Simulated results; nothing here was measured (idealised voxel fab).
Presented below is a process module, voxel released beams.
For reference, the cross-section in this document is cut, with width 210 nm and square cells of 5 nm.
A cross-section in this document is a grid of square cells, and it is written down as bands, the top band listed before the ones below it; a band is made up of one or more rows of cells.
Band entry format. Leading values: height of top, height of bottom, nm. Remainder: materials in left-to-right order, each with its width in nm. Special words: "throughout" on a single material, which then fills the band edge to edge; "air", empty space.
A quick word on heights: they are counted from 0, and under that level the wafer as it came to us is one material throughout. The lowest band is different from the rest in having no bottom; it simply continues downward, written as in "from 0 down".
Read "30..40" as a graded width: first number on top, second number at the bottom, same change between each pair of neighbouring rows.
"no alterations made" means the step left every cell of the cross-section as it was.
The entry titled "Voids, fully enclosed" provides the empty spaces that have no open way to the top, restricted to those of 8 cells or more. Each is presented as width x height at distance, the distance being measured from the left edge, with all three in nm.
Read whatever lies past the settings on a step's line as the simulator's own remark about the step.
"overlay nm", when on a step's line for a step with a mask, measures how far to the right of its planned place the mask lay; a negative measure means to the left.

[The following list gives the planned process steps]
| 1 | RECEIVE, material Si |
| 2 | CONFORMAL_DEP, material Al2O3, thk nm 5 |
| 3 | DIRECTIONAL_DEP, material SiO2, thk nm 15 |
| 4 | DIRECTIONAL_DEP, material aC, thk nm 15 |
| 5 | PATTERN, tone open, mask id ANCHOR, material resist, width nm 30, thk nm 30, overlay nm 0 |
| 6 | DIRECTIONAL_ETCH, etch materials aC, depth nm 15 |
| 7 | STRIP, etch materials resist |
| 8 | DIRECTIONAL_ETCH, etch materials SiO2, depth nm 15 |
| 9 | STRIP, etch materials aC |
| 10 | CONFORMAL_DEP, material SiN, thk nm 10 |
| 11 | MASKED_ETCH, tone cover, mask id BEAM, width nm 90, etch materials SiN, depth nm 10, overlay nm 0 |
| 12 | STRIP, etch materials SiO2 |

[First of two wafers, processed according to plan]

[So this is the incoming wafer in cross-section - it's already been through step 1]
* from 0 down | Si throughout
* Voids, fully enclosed: none

[Cross-section of the wafer subsequent to step 2]
* from 5 to 0 | Al2O3 throughout
* Lower than 0, everything is as it was.

[Cross-section of the wafer subsequent to step 3]
* from 20 to 5 | SiO2 throughout
* Lower than 5, everything is as it was.

[Cross-section of the wafer subsequent to step 4]
* from 35 to 20 | aC throughout
* Lower than 20, everything is as it was.

[Cross-section of the wafer subsequent to step 5]
* from 65 to 35 | 60 resist | 30 air | 120 resist
* Lower than 35, everything is as it was.

[Cross-section of the wafer subsequent to step 6]
* from 50 to 35 | 60 resist | 30 air | 120 resist
* from 35 to 20 | 60 aC | 30 air | 120 aC
* Lower than 20, everything is as it was.

[Cross-section of the wafer subsequent to step 7]
* from 35 to 20 | 60 aC | 30 air | 120 aC
* Lower than 20, everything is as it was.

[Cross-section of the wafer subsequent to step 8]
* from 35 to 20 | 60 aC | 30 air | 120 aC
* from 20 to 5 | 60 SiO2 | 30 air | 120 SiO2
* Lower than 5, everything is as it was.

[Cross-section of the wafer subsequent to step 9]
* from 20 to 5 | 60 SiO2 | 30 air | 120 SiO2
* Lower than 5, everything is as it was.

[Cross-section of the wafer subsequent to step 10]
* from 30 to 20 | 70 SiN | 10 air | 130 SiN
* from 20 to 15 | 60 SiO2 | 10 SiN | 10 air | 10 SiN | 120 SiO2
* from 15 to 5 | 60 SiO2 | 30 SiN | 120 SiO2
* Lower than 5, everything is as it was.

[Cross-section of the wafer subsequent to step 11]
* from 30 to 20 | 55 air | 15 SiN | 10 air | 65 SiN | 65 air
* Lower than 20, everything is as it was.

[Cross-section of the wafer subsequent to step 12]
* from 30 to 20 | 55 air | 15 SiN | 10 air | 65 SiN | 65 air
* from 20 to 15 | 60 air | 10 SiN | 10 air | 10 SiN | 120 air
* from 15 to 5 | 60 air | 30 SiN | 120 air
* Lower than 5, everything is as it was.

[Second wafer, same starting conditions and recipe as the first, one mistake in executing it, nothing differs from the first up to and including step 1]

[Second wafer, cross-section, planned end of step 2]
* from 15 to 0 | SiO2 throughout
* Lower than 0, everything is as it was.

[Second wafer, cross-section, planned end of step 3]
* from 20 to 15 | Al2O3 throughout
* Lower than 15, everything is as it was.

[Second wafer, cross-section, planned end of step 4]
* from 35 to 20 | aC throughout
* Lower than 20, everything is as it was.

[Second wafer, cross-section, planned end of step 5]
* from 65 to 35 | 60 resist | 30 air | 120 resist
* Lower than 35, everything is as it was.

[Second wafer, cross-section, planned end of step 6]
* from 50 to 35 | 60 resist | 30 air | 120 resist
* from 35 to 20 | 60 aC | 30 air | 120 aC
* Lower than 20, everything is as it was.

[Second wafer, cross-section, planned end of step 7]
* from 35 to 20 | 60 aC | 30 air | 120 aC
* Lower than 20, everything is as it was.

Second wafer, cross-section, planned end of step 8: no alterations made

[Second wafer, cross-section, planned end of step 9]
* from 20 to 15 | Al2O3 throughout
* Lower than 15, everything is as it was.

[Second wafer, cross-section, planned end of step 10]
* from 30 to 20 | SiN throughout
* Lower than 20, everything is as it was.

[Second wafer, cross-section, planned end of step 11]
* from 30 to 20 | 55 air | 90 SiN | 65 air
* Lower than 20, everything is as it was.

Second wafer, cross-section, planned end of step 12: no alterations made
Against the plan, the run slipped here: so 2 and 3 got swapped relative to the plan, each ran where the other was supposed to
Wafer comparison, final, in cells, second relative to first, materials more or fewer: SiN -12, SiO2 +126
